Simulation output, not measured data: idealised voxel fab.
process module | voxel self aligned vias
The cross-section shown here is cut; it is 225 nm wide and divided into square cells measuring 5 nm on a side.
A cross-section is a grid of square cells, given in bands from the top down. A band is one or more rows of cells.
This entry defines a band. It first specifies the height of the band's top and the height of its bottom in nm, and then specifies the band's materials from left to right, stating each material with its width in nm. The word "all across" identifies a single material that fills the band from edge to edge, while the word "air" identifies empty space.
Note: height 0 marks the level under which the wafer is uniformly one material as received. Lowest band unbounded below, written "top 0, no bottom".
Read "30 to 40" as a graded width: first number on top, second number at the bottom, same change between each pair of neighbouring rows.
Reading "no change" for a step: not a cell of the cross-section changed in it.
You'll see "Sealed internal voids" listing empty spaces that have no way open to the top, as long as they're 8 cells or more; the notation is width x height at distance, where the distance is from the left edge, and all of it is in nm.
Read whatever lies past the settings on a step's line as the simulator's own remark about the step.
"overlay nm" on a masked step: distance the mask lay right of its planned place, negative for left.

THE PROCESS STEPS THAT WERE PLANNED ARE LISTED BELOW
1. op RECEIVE | material Si
2. op CONFORMAL_DEP | material SiO2 | thk nm 10
3. op CONFORMAL_DEP | material SiCN | thk nm 5
4. op DIRECTIONAL_DEP | material lowk | thk nm 20
5. op MASKED_ETCH | tone open | mask id LINES | width nm 30 | pitch nm 55 | etch materials lowk | depth nm 20 | overlay nm 0
6. op CONFORMAL_DEP | material TiN | thk nm 5
7. op FILL_DEP | material Ru | thk nm 10
8. op CMP | height nm 35
9. op SELECTIVE_ETCH | etch materials W Ru TiN | depth nm 5
10. op FILL_DEP | material SiN | thk nm 5
11. op CMP | height nm 35
12. op DIRECTIONAL_DEP | material lowk | thk nm 15
13. op DIRECTIONAL_DEP | material aC | thk nm 10
14. op PATTERN | tone open | mask id VIAS | material resist | width nm 40 | pitch nm 55 | thk nm 30 | overlay nm 0
15. op DIRECTIONAL_ETCH | etch materials aC | depth nm 10
16. op STRIP | etch materials resist
17. op DIRECTIONAL_ETCH | etch materials lowk | depth nm 15
18. op DIRECTIONAL_ETCH | etch materials SiN | depth nm 5
19. op STRIP | etch materials aC
20. op CONFORMAL_DEP | material TiN | thk nm 5
21. op FILL_DEP | material Ru | thk nm 10
22. op CMP | height nm 50
23. op CONFORMAL_DEP | material SiN | thk nm 5

THE FIRST OF A SET OF TWO WAFERS, RUN TO PLAN

CROSS-SECTION OF THE INCOMING WAFER, STATE AFTER STEP 1
top 0, no bottom = Si all across
Sealed internal voids: none

AFTER STEP 2: WAFER CROSS-SECTION
top 10, bottom 0 = SiO2 all across
Below 0, the layers are the same as they were.

AFTER STEP 3: WAFER CROSS-SECTION
top 15, bottom 10 = SiCN all across
Below 10, the layers are the same as they were.

AFTER STEP 4: WAFER CROSS-SECTION
top 35, bottom 15 = lowk all across
Below 15, the layers are the same as they were.

AFTER STEP 5: WAFER CROSS-SECTION
top 35, bottom 15 = lowk 40 nm | air 30 nm | lowk 25 nm | air 30 nm | lowk 25 nm | air 30 nm | lowk 45 nm
Below 15, the layers are the same as they were.

AFTER STEP 6: WAFER CROSS-SECTION
top 40, bottom 35 = TiN 45 nm | air 20 nm | TiN 35 nm | air 20 nm | TiN 35 nm | air 20 nm | TiN 50 nm
top 35, bottom 20 = lowk 40 nm | TiN 5 nm | air 20 nm | TiN 5 nm | lowk 25 nm | TiN 5 nm | air 20 nm | TiN 5 nm | lowk 25 nm | TiN 5 nm | air 20 nm | TiN 5 nm | lowk 45 nm
top 20, bottom 15 = lowk 40 nm | TiN 30 nm | lowk 25 nm | TiN 30 nm | lowk 25 nm | TiN 30 nm | lowk 45 nm
Below 15, the layers are the same as they were.

AFTER STEP 7: WAFER CROSS-SECTION
top 50, bottom 40 = Ru all across
top 40, bottom 35 = TiN 45 nm | Ru 20 nm | TiN 35 nm | Ru 20 nm | TiN 35 nm | Ru 20 nm | TiN 50 nm
top 35, bottom 20 = lowk 40 nm | TiN 5 nm | Ru 20 nm | TiN 5 nm | lowk 25 nm | TiN 5 nm | Ru 20 nm | TiN 5 nm | lowk 25 nm | TiN 5 nm | Ru 20 nm | TiN 5 nm | lowk 45 nm
Below 20, the layers are the same as they were.

AFTER STEP 8: WAFER CROSS-SECTION
top 35, bottom 20 = lowk 40 nm | TiN 5 nm | Ru 20 nm | TiN 5 nm | lowk 25 nm | TiN 5 nm | Ru 20 nm | TiN 5 nm | lowk 25 nm | TiN 5 nm | Ru 20 nm | TiN 5 nm | lowk 45 nm
Below 20, the layers are the same as they were.

AFTER STEP 9: WAFER CROSS-SECTION
top 35, bottom 30 = lowk 40 nm | air 30 nm | lowk 25 nm | air 30 nm | lowk 25 nm | air 30 nm | lowk 45 nm
Below 30, the layers are the same as they were.

AFTER STEP 10: WAFER CROSS-SECTION
top 40, bottom 35 = SiN all across
top 35, bottom 30 = lowk 40 nm | SiN 30 nm | lowk 25 nm | SiN 30 nm | lowk 25 nm | SiN 30 nm | lowk 45 nm
Below 30, the layers are the same as they were.

AFTER STEP 11: WAFER CROSS-SECTION
top 35, bottom 30 = lowk 40 nm | SiN 30 nm | lowk 25 nm | SiN 30 nm | lowk 25 nm | SiN 30 nm | lowk 45 nm
Below 30, the layers are the same as they were.

AFTER STEP 12: WAFER CROSS-SECTION
top 50, bottom 35 = lowk all across
Below 35, the layers are the same as they were.

AFTER STEP 13: WAFER CROSS-SECTION
top 60, bottom 50 = aC all across
Below 50, the layers are the same as they were.

AFTER STEP 14: WAFER CROSS-SECTION
top 90, bottom 60 = resist 35 nm | air 40 nm | resist 15 nm | air 40 nm | resist 15 nm | air 40 nm | resist 40 nm
Below 60, the layers are the same as they were.

AFTER STEP 15: WAFER CROSS-SECTION
top 80, bottom 60 = resist 35 nm | air 40 nm | resist 15 nm | air 40 nm | resist 15 nm | air 40 nm | resist 40 nm
top 60, bottom 50 = aC 35 nm | air 40 nm | aC 15 nm | air 40 nm | aC 15 nm | air 40 nm | aC 40 nm
Below 50, the layers are the same as they were.

AFTER STEP 16: WAFER CROSS-SECTION
top 60, bottom 50 = aC 35 nm | air 40 nm | aC 15 nm | air 40 nm | aC 15 nm | air 40 nm | aC 40 nm
Below 50, the layers are the same as they were.

AFTER STEP 17: WAFER CROSS-SECTION
top 60, bottom 50 = aC 35 nm | air 40 nm | aC 15 nm | air 40 nm | aC 15 nm | air 40 nm | aC 40 nm
top 50, bottom 35 = lowk 35 nm | air 40 nm | lowk 15 nm | air 40 nm | lowk 15 nm | air 40 nm | lowk 40 nm
Below 35, the layers are the same as they were.

AFTER STEP 18: WAFER CROSS-SECTION
top 60, bottom 50 = aC 35 nm | air 40 nm | aC 15 nm | air 40 nm | aC 15 nm | air 40 nm | aC 40 nm
top 50, bottom 35 = lowk 35 nm | air 40 nm | lowk 15 nm | air 40 nm | lowk 15 nm | air 40 nm | lowk 40 nm
top 35, bottom 30 = lowk 40 nm | air 30 nm | lowk 25 nm | air 30 nm | lowk 25 nm | air 30 nm | lowk 45 nm
Below 30, the layers are the same as they were.

AFTER STEP 19: WAFER CROSS-SECTION
top 50, bottom 35 = lowk 35 nm | air 40 nm | lowk 15 nm | air 40 nm | lowk 15 nm | air 40 nm | lowk 40 nm
Below 35, the layers are the same as they were.

AFTER STEP 20: WAFER CROSS-SECTION
top 55, bottom 50 = TiN 40 nm | air 30 nm | TiN 25 nm | air 30 nm | TiN 25 nm | air 30 nm | TiN 45 nm
top 50, bottom 40 = lowk 35 nm | TiN 5 nm | air 30 nm | TiN 5 nm | lowk 15 nm | TiN 5 nm | air 30 nm | TiN 5 nm | lowk 15 nm | TiN 5 nm | air 30 nm | TiN 5 nm | lowk 40 nm
top 40, bottom 35 = lowk 35 nm | TiN 10 nm | air 20 nm | TiN 10 nm | lowk 15 nm | TiN 10 nm | air 20 nm | TiN 10 nm | lowk 15 nm | TiN 10 nm | air 20 nm | TiN 10 nm | lowk 40 nm
top 35, bottom 30 = lowk 40 nm | TiN 30 nm | lowk 25 nm | TiN 30 nm | lowk 25 nm | TiN 30 nm | lowk 45 nm
Below 30, the layers are the same as they were.

AFTER STEP 21: WAFER CROSS-SECTION
top 65, bottom 55 = Ru all across
top 55, bottom 50 = TiN 40 nm | Ru 30 nm | TiN 25 nm | Ru 30 nm | TiN 25 nm | Ru 30 nm | TiN 45 nm
top 50, bottom 40 = lowk 35 nm | TiN 5 nm | Ru 30 nm | TiN 5 nm | lowk 15 nm | TiN 5 nm | Ru 30 nm | TiN 5 nm | lowk 15 nm | TiN 5 nm | Ru 30 nm | TiN 5 nm | lowk 40 nm
top 40, bottom 35 = lowk 35 nm | TiN 10 nm | Ru 20 nm | TiN 10 nm | lowk 15 nm | TiN 10 nm | Ru 20 nm | TiN 10 nm | lowk 15 nm | TiN 10 nm | Ru 20 nm | TiN 10 nm | lowk 40 nm
Below 35, the layers are the same as they were.

AFTER STEP 22: WAFER CROSS-SECTION
top 50, bottom 40 = lowk 35 nm | TiN 5 nm | Ru 30 nm | TiN 5 nm | lowk 15 nm | TiN 5 nm | Ru 30 nm | TiN 5 nm | lowk 15 nm | TiN 5 nm | Ru 30 nm | TiN 5 nm | lowk 40 nm
Below 40, the layers are the same as they were.

AFTER STEP 23: WAFER CROSS-SECTION
top 55, bottom 50 = SiN all across
Below 50, the layers are the same as they were.

SECOND OF TWO: SAME START, SAME PLAN, ONE RUN ERROR; STEPS UP TO AND INCLUDING 17 MATCH THE FIRST

CROSS-SECTION: SECOND WAFER, TIME AT WHICH STEP 18 WAS SCHEDULED TO END
top 60, bottom 50 = aC 35 nm | air 40 nm | aC 15 nm | air 40 nm | aC 15 nm | air 40 nm | aC 40 nm
top 50, bottom 35 = lowk 35 nm | air 40 nm | lowk 15 nm | air 40 nm | lowk 15 nm | air 40 nm | lowk 40 nm
top 35, bottom 30 = lowk 35 nm | air 5 nm | SiN 30 nm | air 5 nm | lowk 15 nm | air 5 nm | SiN 30 nm | air 5 nm | lowk 15 nm | air 5 nm | SiN 30 nm | air 5 nm | lowk 40 nm
Below 30, the layers are the same as they were.

CROSS-SECTION: SECOND WAFER, TIME AT WHICH STEP 19 WAS SCHEDULED TO END
top 50, bottom 35 = lowk 35 nm | air 40 nm | lowk 15 nm | air 40 nm | lowk 15 nm | air 40 nm | lowk 40 nm
Below 35, the layers are the same as they were.

CROSS-SECTION: SECOND WAFER, TIME AT WHICH STEP 20 WAS SCHEDULED TO END
top 55, bottom 50 = TiN 40 nm | air 30 nm | TiN 25 nm | air 30 nm | TiN 25 nm | air 30 nm | TiN 45 nm
top 50, bottom 40 = lowk 35 nm | TiN 5 nm | air 30 nm | TiN 5 nm | lowk 15 nm | TiN 5 nm | air 30 nm | TiN 5 nm | lowk 15 nm | TiN 5 nm | air 30 nm | TiN 5 nm | lowk 40 nm
top 40, bottom 35 = lowk 35 nm | TiN 40 nm | lowk 15 nm | TiN 40 nm | lowk 15 nm | TiN 40 nm | lowk 40 nm
top 35, bottom 30 = lowk 35 nm | TiN 5 nm | SiN 30 nm | TiN 5 nm | lowk 15 nm | TiN 5 nm | SiN 30 nm | TiN 5 nm | lowk 15 nm | TiN 5 nm | SiN 30 nm | TiN 5 nm | lowk 40 nm
Below 30, the layers are the same as they were.

CROSS-SECTION: SECOND WAFER, TIME AT WHICH STEP 21 WAS SCHEDULED TO END
top 65, bottom 55 = Ru all across
top 55, bottom 50 = TiN 40 nm | Ru 30 nm | TiN 25 nm | Ru 30 nm | TiN 25 nm | Ru 30 nm | TiN 45 nm
top 50, bottom 40 = lowk 35 nm | TiN 5 nm | Ru 30 nm | TiN 5 nm | lowk 15 nm | TiN 5 nm | Ru 30 nm | TiN 5 nm | lowk 15 nm | TiN 5 nm | Ru 30 nm | TiN 5 nm | lowk 40 nm
Below 40, the layers are the same as they were.

CROSS-SECTION: SECOND WAFER, TIME AT WHICH STEP 22 WAS SCHEDULED TO END
top 50, bottom 40 = lowk 35 nm | TiN 5 nm | Ru 30 nm | TiN 5 nm | lowk 15 nm | TiN 5 nm | Ru 30 nm | TiN 5 nm | lowk 15 nm | TiN 5 nm | Ru 30 nm | TiN 5 nm | lowk 40 nm
Below 40, the layers are the same as they were.

CROSS-SECTION: SECOND WAFER, TIME AT WHICH STEP 23 WAS SCHEDULED TO END
top 55, bottom 50 = SiN all across
Below 50, the layers are the same as they were.
Finding, execution versus plan: rather than as planned, step 18 actually ran as op DIRECTIONAL_ETCH | etch materials lowk | depth nm 5
Final wafer comparison in cells, second versus first, more or fewer per material: Ru: 12 fewer; SiN: 18 more; lowk: 6 fewer
